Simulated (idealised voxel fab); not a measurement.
Process module under the name voxel gate over fins
Square cells of 5 nm make up the cross-section cut, whose width is 225 nm.
This document writes a cross-section as a grid whose cells are square, and gives it as bands, listed from the top down; one or more rows of cells form a band.
What a band's entry tells you: where the top is and where the bottom is, as heights in nm, and after that what lies inside, material by material from left to right, each with its width in nm. Empty space is written as the word "blank", and a single material marked with the word "everywhere" occupies the band from edge to edge.
Height datum 0, below which the as-received substrate wafer is one material. Lowest band open at the bottom, running downward: "from 0 down".
The two numbers in a width such as "30 to 40" mark its ends across the band: the first belongs to the top row of cells, the second to the bottom row, and from each row to the next the width moves by the same amount.
The cross-section has no changed cell in any step marked "remained the same".
Under "Enclosed internal voids" you'll find the enclosed gaps, the ones with no way out to the top, that are 8 cells or bigger; each reads width x height at distance, with distance counted from the left edge, everything in nm.
Step line, after settings: the simulator's comment on this step.
overlay nm: mask right of planned place by this much (step with mask). Neg. = left.
## Here's what the planned process steps look like
1) RECEIVE (material Si)
2) CONFORMAL_DEP (material SiN; thk nm 5)
3) PATTERN (tone cover; mask id FINS; material resist; width nm 15; pitch nm 45; thk nm 20; overlay nm 0)
4) DIRECTIONAL_ETCH (etch materials SiN; depth nm 5)
5) DIRECTIONAL_ETCH (etch materials Si; depth nm 35)
6) STRIP (etch materials resist)
7) OXIDIZE (depth nm 5)
8) FILL_DEP (material SiO2; thk nm 5)
9) CMP (height nm 5)
10) SELECTIVE_ETCH (etch materials SiO2; depth nm 15)
11) STRIP (etch materials SiN)
12) CONFORMAL_DEP (material HfO2; thk nm 5)
13) CONFORMAL_DEP (material TiN; thk nm 5)
14) FILL_DEP (material W; thk nm 15)
15) CMP (height nm 20)
16) CONFORMAL_DEP (material SiN; thk nm 10)
## Cross-section of the wafer as it came to us, i.e., already through step 1
	from 0 down = Si everywhere
	Enclosed internal voids: none
## Starting structure and process plan are as shown above, but one mistake was made in running the module; the wafer cross-section at the end of the module follows
	from 30 to 20 = SiN everywhere
	from 20 to 10 = W everywhere
	from 10 to 5 = TiN 65  W 5  TiN 40  W 5  TiN 40  W 5  TiN 65
	from 5 to 0 = HfO2 60  TiN 5  W 5  TiN 5  HfO2 30  TiN 5  W 5  TiN 5  HfO2 30  TiN 5  W 5  TiN 5  HfO2 60
	from 0 to -5 = Si 55  HfO2 5  TiN 15  HfO2 5  Si 20  HfO2 5  TiN 15  HfO2 5  Si 20  HfO2 5  TiN 15  HfO2 5  Si 55
	from -5 to -10 = Si 55  HfO2 25  Si 20  HfO2 25  Si 20  HfO2 25  Si 55
	from -10 to -40 = Si 55  SiO2 25  Si 20  SiO2 25  Si 20  SiO2 25  Si 55
	from -40 down = Si everywhere
	Enclosed internal voids: none
Heads up, the wafer didn't run the way we planned it: in deviation from the planned setting, step 3 was conducted as PATTERN (tone open; mask id FINS; material resist; width nm 15; pitch nm 45; thk nm 20; overlay nm 0)
